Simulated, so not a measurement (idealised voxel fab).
You're looking at the process module voxel ribs on slabs.
Cross-section cut spans 190 nm and uses square cells 5 nm in size.
Reading order for cross-sections: top band down to bottom band. Underlying form: a grid of square cells. Band size: one or more rows of cells. Within each band entry, the heights of the top and of the bottom of the band appear first, in that order and in nm; the materials of the band then follow from left to right, each with its corresponding width in nm. The designation "edge to edge" on a single material indicates that it fills the band from edge to edge; the designation "empty" indicates empty space. Note: height 0 marks the level under which the wafer is uniformly one material as received. Lowest band unbounded below, written "0 nm and below". Think of "30..40" as a width that walks from the first number to the second as you go down the band, top row to bottom row, taking equal-sized steps from row to row. "left unchanged" -> step changed no cross-section cell. Heads up: "Trapped cavities" only lists the empty pockets with no open path to the top that are 8 cells or more, and it writes them as width x height at distance, distance from the left edge, in nm. Note: text after step settings on the step line = simulator remark on that step. Regarding "overlay nm": on a step with a mask, it is the distance the mask lay to the right of its planned place; a negative value places it to the left.
These are the steps we planned for the process
1) RECEIVE: material Si
2) DIRECTIONAL_DEP: material SiO2, thk nm 30
3) DIRECTIONAL_DEP: material polySi, thk nm 20
4) DIRECTIONAL_DEP: material aC, thk nm 10
5) PATTERN: tone cover, mask id RIB, material resist, width nm 30, thk nm 30, overlay nm 0
6) DIRECTIONAL_ETCH: etch materials aC, depth nm 10
7) STRIP: etch materials resist
8) DIRECTIONAL_ETCH: etch materials polySi, depth nm 5
9) STRIP: etch materials aC
10) DIRECTIONAL_DEP: material aC, thk nm 10
11) PATTERN: tone cover, mask id SLAB, material resist, width nm 80, thk nm 25, overlay nm 0
12) DIRECTIONAL_ETCH: etch materials aC, depth nm 10
13) STRIP: etch materials resist
14) DIRECTIONAL_ETCH: etch materials polySi, depth nm 15
15) STRIP: etch materials aC
16) FILL_DEP: material SiO2, thk nm 30
17) CMP: height nm 70
18) DIRECTIONAL_DEP: material TiN, thk nm 5
19) PATTERN: tone cover, mask id HEATER, material resist, width nm 40, thk nm 20, overlay nm 0
20) DIRECTIONAL_ETCH: etch materials TiN, depth nm 5
21) STRIP: etch materials resist
22) CONFORMAL_DEP: material SiO2, thk nm 10
First of the two wafers, run per plan
Step 1 complete: cross-section of the wafer as received
> 0 nm and below = Si edge to edge
> Trapped cavities: none
Cross-section: wafer state after step 2
> 30 nm to 0 nm = SiO2 edge to edge
> Lower than 0, everything is as it was.
Cross-section: wafer state after step 3
> 50 nm to 30 nm = polySi edge to edge
> Lower than 30, everything is as it was.
Cross-section: wafer state after step 4
> 60 nm to 50 nm = aC edge to edge
> Lower than 50, everything is as it was.
Cross-section: wafer state after step 5
> 90 nm to 60 nm = empty=80, resist=30, empty=80
> Lower than 60, everything is as it was.
Cross-section: wafer state after step 6
> 80 nm to 60 nm = empty=80, resist=30, empty=80
> 60 nm to 50 nm = empty=80, aC=30, empty=80
> Lower than 50, everything is as it was.
Cross-section: wafer state after step 7
> 60 nm to 50 nm = empty=80, aC=30, empty=80
> Lower than 50, everything is as it was.
Cross-section: wafer state after step 8
> 60 nm to 50 nm = empty=80, aC=30, empty=80
> 50 nm to 45 nm = empty=80, polySi=30, empty=80
> Lower than 45, everything is as it was.
Cross-section: wafer state after step 9
> 50 nm to 45 nm = empty=80, polySi=30, empty=80
> Lower than 45, everything is as it was.
Cross-section: wafer state after step 10
> 60 nm to 55 nm = empty=80, aC=30, empty=80
> 55 nm to 50 nm = aC edge to edge
> 50 nm to 45 nm = aC=80, polySi=30, aC=80
> Lower than 45, everything is as it was.
Cross-section: wafer state after step 11
> 85 nm to 60 nm = empty=55, resist=80, empty=55
> 60 nm to 55 nm = empty=55, resist=25, aC=30, resist=25, empty=55
> Lower than 55, everything is as it was.
Cross-section: wafer state after step 12
> 75 nm to 60 nm = empty=55, resist=80, empty=55
> 60 nm to 55 nm = empty=55, resist=25, aC=30, resist=25, empty=55
> 55 nm to 50 nm = empty=55, aC=80, empty=55
> 50 nm to 45 nm = empty=55, aC=25, polySi=30, aC=25, empty=55
> Lower than 45, everything is as it was.
Cross-section: wafer state after step 13
> 60 nm to 50 nm = empty=80..55, aC=30..80, empty=80..55
> Lower than 50, everything is as it was.
Cross-section: wafer state after step 14
> 60 nm to 50 nm = empty=80..55, aC=30..80, empty=80..55
> 50 nm to 45 nm = empty=55, aC=25, polySi=30, aC=25, empty=55
> 45 nm to 30 nm = empty=55, polySi=80, empty=55
> Lower than 30, everything is as it was.
Cross-section: wafer state after step 15
> 50 nm to 45 nm = empty=80, polySi=30, empty=80
> Lower than 45, everything is as it was.
Cross-section: wafer state after step 16
> 80 nm to 50 nm = SiO2 edge to edge
> 50 nm to 45 nm = SiO2=80, polySi=30, SiO2=80
> 45 nm to 30 nm = SiO2=55, polySi=80, SiO2=55
> Lower than 30, everything is as it was.
Cross-section: wafer state after step 17
> 70 nm to 50 nm = SiO2 edge to edge
> Lower than 50, everything is as it was.
Cross-section: wafer state after step 18
> 75 nm to 70 nm = TiN edge to edge
> Lower than 70, everything is as it was.
Cross-section: wafer state after step 19
> 95 nm to 75 nm = empty=75, resist=40, empty=75
> Lower than 75, everything is as it was.
Cross-section: wafer state after step 20
> 95 nm to 75 nm = empty=75, resist=40, empty=75
> 75 nm to 70 nm = empty=75, TiN=40, empty=75
> Lower than 70, everything is as it was.
Cross-section: wafer state after step 21
> 75 nm to 70 nm = empty=75, TiN=40, empty=75
> Lower than 70, everything is as it was.
Cross-section: wafer state after step 22
> 85 nm to 80 nm = empty=65, SiO2=60, empty=65
> 80 nm to 75 nm = SiO2 edge to edge
> 75 nm to 70 nm = SiO2=75, TiN=40, SiO2=75
> Lower than 70, everything is as it was.
Second wafer. Start and plan as for the first. One mistake made in running. Agrees with the first up to and including step 2
Cross-section of the second wafer at the time by which step 3 should have been completed according to the plan
> 70 nm to 30 nm = polySi edge to edge
> Lower than 30, everything is as it was.
Cross-section of the second wafer at the time by which step 4 should have been completed according to the plan
> 80 nm to 70 nm = aC edge to edge
> Lower than 70, everything is as it was.
Cross-section of the second wafer at the time by which step 5 should have been completed according to the plan
> 110 nm to 80 nm = empty=80, resist=30, empty=80
> Lower than 80, everything is as it was.
Cross-section of the second wafer at the time by which step 6 should have been completed according to the plan
> 100 nm to 80 nm = empty=80, resist=30, empty=80
> 80 nm to 70 nm = empty=80, aC=30, empty=80
> Lower than 70, everything is as it was.
Cross-section of the second wafer at the time by which step 7 should have been completed according to the plan
> 80 nm to 70 nm = empty=80, aC=30, empty=80
> Lower than 70, everything is as it was.
Cross-section of the second wafer at the time by which step 8 should have been completed according to the plan
> 80 nm to 70 nm = empty=80, aC=30, empty=80
> 70 nm to 65 nm = empty=80, polySi=30, empty=80
> Lower than 65, everything is as it was.
Cross-section of the second wafer at the time by which step 9 should have been completed according to the plan
> 70 nm to 65 nm = empty=80, polySi=30, empty=80
> Lower than 65, everything is as it was.
Cross-section of the second wafer at the time by which step 10 should have been completed according to the plan
> 80 nm to 75 nm = empty=80, aC=30, empty=80
> 75 nm to 70 nm = aC edge to edge
> 70 nm to 65 nm = aC=80, polySi=30, aC=80
> Lower than 65, everything is as it was.
Cross-section of the second wafer at the time by which step 11 should have been completed according to the plan
> 105 nm to 80 nm = empty=55, resist=80, empty=55
> 80 nm to 75 nm = empty=55, resist=25, aC=30, resist=25, empty=55
> Lower than 75, everything is as it was.
Cross-section of the second wafer at the time by which step 12 should have been completed according to the plan
> 95 nm to 80 nm = empty=55, resist=80, empty=55
> 80 nm to 75 nm = empty=55, resist=25, aC=30, resist=25, empty=55
> 75 nm to 70 nm = empty=55, aC=80, empty=55
> 70 nm to 65 nm = empty=55, aC=25, polySi=30, aC=25, empty=55
> Lower than 65, everything is as it was.
Cross-section of the second wafer at the time by which step 13 should have been completed according to the plan
> 80 nm to 70 nm = empty=80..55, aC=30..80, empty=80..55
> Lower than 70, everything is as it was.
Cross-section of the second wafer at the time by which step 14 should have been completed according to the plan
> 80 nm to 70 nm = empty=80..55, aC=30..80, empty=80..55
> 70 nm to 65 nm = empty=55, aC=25, polySi=30, aC=25, empty=55
> 65 nm to 50 nm = empty=55, polySi=80, empty=55
> Lower than 50, everything is as it was.
Cross-section of the second wafer at the time by which step 15 should have been completed according to the plan
> 70 nm to 65 nm = empty=80, polySi=30, empty=80
> Lower than 65, everything is as it was.
Cross-section of the second wafer at the time by which step 16 should have been completed according to the plan
> 100 nm to 70 nm = SiO2 edge to edge
> 70 nm to 65 nm = SiO2=80, polySi=30, SiO2=80
> 65 nm to 50 nm = SiO2=55, polySi=80, SiO2=55
> Lower than 50, everything is as it was.
Cross-section of the second wafer at the time by which step 17 should have been completed according to the plan
> 70 nm to 65 nm = SiO2=80, polySi=30, SiO2=80
> Lower than 65, everything is as it was.
Cross-section of the second wafer at the time by which step 18 should have been completed according to the plan
> 75 nm to 70 nm = TiN edge to edge
> Lower than 70, everything is as it was.
Cross-section of the second wafer at the time by which step 19 should have been completed according to the plan
> 95 nm to 75 nm = empty=75, resist=40, empty=75
> Lower than 75, everything is as it was.
Cross-section of the second wafer at the time by which step 20 should have been completed according to the plan
> 95 nm to 75 nm = empty=75, resist=40, empty=75
> 75 nm to 70 nm = empty=75, TiN=40, empty=75
> Lower than 70, everything is as it was.
Cross-section of the second wafer at the time by which step 21 should have been completed according to the plan
> 75 nm to 70 nm = empty=75, TiN=40, empty=75
> Lower than 70, everything is as it was.
Cross-section of the second wafer at the time by which step 22 should have been completed according to the plan
> 85 nm to 80 nm = empty=65, SiO2=60, empty=65
> 80 nm to 75 nm = SiO2 edge to edge
> 75 nm to 70 nm = SiO2=75, TiN=40, SiO2=75
> Lower than 70, everything is as it was.
What went wrong in running the wafer? step 3 in the plan was executed twice
Upon completion, the second wafer contains, in terms of cells, a greater or smaller amount of certain materials than the first wafer: SiO2: 152 fewer, polySi: 152 more
